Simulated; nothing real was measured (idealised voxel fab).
process module | voxel spacer lines
cross-section cut | 155 nm wide | cells 5 nm
A cross-section is a grid of square cells, given in bands from the top down. A band is one or more rows of cells.
Each band's line starts with the height of the band's top and of its bottom, in nm. Then come its materials from left to right, each with its width in nm. One material with "throughout" fills the band from edge to edge. "air" is empty space.
Height 0 is the level under which the wafer as received is all one material. The lowest band goes on downwards, as in "0 down".
A width such as "30 to 40" changes by the same amount from each row of cells to the next, from the band's top row to its bottom row.
"no change" after a step means that no cell of the cross-section changed.
closed voids: empty space of 8 cells or more with no open way to the top, each as width x height at its distance from the left edge, in nm
after a step's settings: what the simulator itself notes on the step
overlay nm, on a step with a mask: how far to the right of its planned place the mask lay; to the left if negative
plan
1 op RECEIVE | material Si
2 op CONFORMAL_DEP | material Al2O3 | thk nm 5
3 op DIRECTIONAL_DEP | material W | thk nm 20
4 op DIRECTIONAL_DEP | material polySi | thk nm 25
5 op PATTERN | tone cover | mask id MANDREL | material resist | width nm 15 | pitch nm 50 | thk nm 30 | overlay nm 0
6 op DIRECTIONAL_ETCH | etch materials polySi | depth nm 25
7 op STRIP | etch materials resist
8 op CONFORMAL_DEP | material SiO2 | thk nm 10
9 op DIRECTIONAL_ETCH | etch materials SiO2 | depth nm 10
10 op STRIP | etch materials polySi
11 op DIRECTIONAL_ETCH | etch materials W | depth nm 20
12 op STRIP | etch materials SiO2
13 op FILL_DEP | material SiO2 | thk nm 5
14 op CMP | height nm 25
first wafer, as planned
as received, after step 1
  0 down: Si throughout
  closed voids: none
after step 2
  5 to 0: Al2O3 throughout
  below 0: unchanged
after step 3
  25 to 5: W throughout
  below 5: unchanged
after step 4
  50 to 25: polySi throughout
  below 25: unchanged
after step 5
  80 to 50: air 20 | resist 15 | air 35 | resist 15 | air 35 | resist 15 | air 20
  below 50: unchanged
after step 6
  80 to 50: air 20 | resist 15 | air 35 | resist 15 | air 35 | resist 15 | air 20
  50 to 25: air 20 | polySi 15 | air 35 | polySi 15 | air 35 | polySi 15 | air 20
  below 25: unchanged
after step 7
  50 to 25: air 20 | polySi 15 | air 35 | polySi 15 | air 35 | polySi 15 | air 20
  below 25: unchanged
after step 8
  60 to 50: air 10 | SiO2 35 | air 15 | SiO2 35 | air 15 | SiO2 35 | air 10
  50 to 35: air 10 | SiO2 10 | polySi 15 | SiO2 10 | air 15 | SiO2 10 | polySi 15 | SiO2 10 | air 15 | SiO2 10 | polySi 15 | SiO2 10 | air 10
  35 to 25: SiO2 20 | polySi 15 | SiO2 35 | polySi 15 | SiO2 35 | polySi 15 | SiO2 20
  below 25: unchanged
after step 9
  50 to 25: air 10 | SiO2 10 | polySi 15 | SiO2 10 | air 15 | SiO2 10 | polySi 15 | SiO2 10 | air 15 | SiO2 10 | polySi 15 | SiO2 10 | air 10
  below 25: unchanged
after step 10
  50 to 25: air 10 | SiO2 10 | air 15 | SiO2 10 | air 15 | SiO2 10 | air 15 | SiO2 10 | air 15 | SiO2 10 | air 15 | SiO2 10 | air 10
  below 25: unchanged
after step 11
  50 to 25: air 10 | SiO2 10 | air 15 | SiO2 10 | air 15 | SiO2 10 | air 15 | SiO2 10 | air 15 | SiO2 10 | air 15 | SiO2 10 | air 10
  25 to 5: air 10 | W 10 | air 15 | W 10 | air 15 | W 10 | air 15 | W 10 | air 15 | W 10 | air 15 | W 10 | air 10
  below 5: unchanged
after step 12
  25 to 5: air 10 | W 10 | air 15 | W 10 | air 15 | W 10 | air 15 | W 10 | air 15 | W 10 | air 15 | W 10 | air 10
  below 5: unchanged
after step 13
  30 to 25: SiO2 throughout
  25 to 5: SiO2 10 | W 10 | SiO2 15 | W 10 | SiO2 15 | W 10 | SiO2 15 | W 10 | SiO2 15 | W 10 | SiO2 15 | W 10 | SiO2 10
  below 5: unchanged
after step 14
  25 to 5: SiO2 10 | W 10 | SiO2 15 | W 10 | SiO2 15 | W 10 | SiO2 15 | W 10 | SiO2 15 | W 10 | SiO2 15 | W 10 | SiO2 10
  below 5: unchanged
second wafer: like start, like plan, one mistake. Through step 1 it matches the first wafer
when step 2 should have ended: no change
when step 3 should have ended
  20 to 0: W throughout
  below 0: unchanged
when step 4 should have ended
  45 to 20: polySi throughout
  below 20: unchanged
when step 5 should have ended
  75 to 45: air 20 | resist 15 | air 35 | resist 15 | air 35 | resist 15 | air 20
  below 45: unchanged
when step 6 should have ended
  75 to 45: air 20 | resist 15 | air 35 | resist 15 | air 35 | resist 15 | air 20
  45 to 20: air 20 | polySi 15 | air 35 | polySi 15 | air 35 | polySi 15 | air 20
  below 20: unchanged
when step 7 should have ended
  45 to 20: air 20 | polySi 15 | air 35 | polySi 15 | air 35 | polySi 15 | air 20
  below 20: unchanged
when step 8 should have ended
  55 to 45: air 10 | SiO2 35 | air 15 | SiO2 35 | air 15 | SiO2 35 | air 10
  45 to 30: air 10 | SiO2 10 | polySi 15 | SiO2 10 | air 15 | SiO2 10 | polySi 15 | SiO2 10 | air 15 | SiO2 10 | polySi 15 | SiO2 10 | air 10
  30 to 20: SiO2 20 | polySi 15 | SiO2 35 | polySi 15 | SiO2 35 | polySi 15 | SiO2 20
  below 20: unchanged
when step 9 should have ended
  45 to 20: air 10 | SiO2 10 | polySi 15 | SiO2 10 | air 15 | SiO2 10 | polySi 15 | SiO2 10 | air 15 | SiO2 10 | polySi 15 | SiO2 10 | air 10
  below 20: unchanged
when step 10 should have ended
  45 to 20: air 10 | SiO2 10 | air 15 | SiO2 10 | air 15 | SiO2 10 | air 15 | SiO2 10 | air 15 | SiO2 10 | air 15 | SiO2 10 | air 10
  below 20: unchanged
when step 11 should have ended
  45 to 20: air 10 | SiO2 10 | air 15 | SiO2 10 | air 15 | SiO2 10 | air 15 | SiO2 10 | air 15 | SiO2 10 | air 15 | SiO2 10 | air 10
  20 to 0: air 10 | W 10 | air 15 | W 10 | air 15 | W 10 | air 15 | W 10 | air 15 | W 10 | air 15 | W 10 | air 10
  below 0: unchanged
when step 12 should have ended
  20 to 0: air 10 | W 10 | air 15 | W 10 | air 15 | W 10 | air 15 | W 10 | air 15 | W 10 | air 15 | W 10 | air 10
  below 0: unchanged
when step 13 should have ended
  25 to 20: SiO2 throughout
  20 to 0: SiO2 10 | W 10 | SiO2 15 | W 10 | SiO2 15 | W 10 | SiO2 15 | W 10 | SiO2 15 | W 10 | SiO2 15 | W 10 | SiO2 10
  below 0: unchanged
when step 14 should have ended: no change
what went wrong: step 2 was left out
at the end the second wafer has, in cells: 31 fewer of Al2O3 | 31 more of SiO2
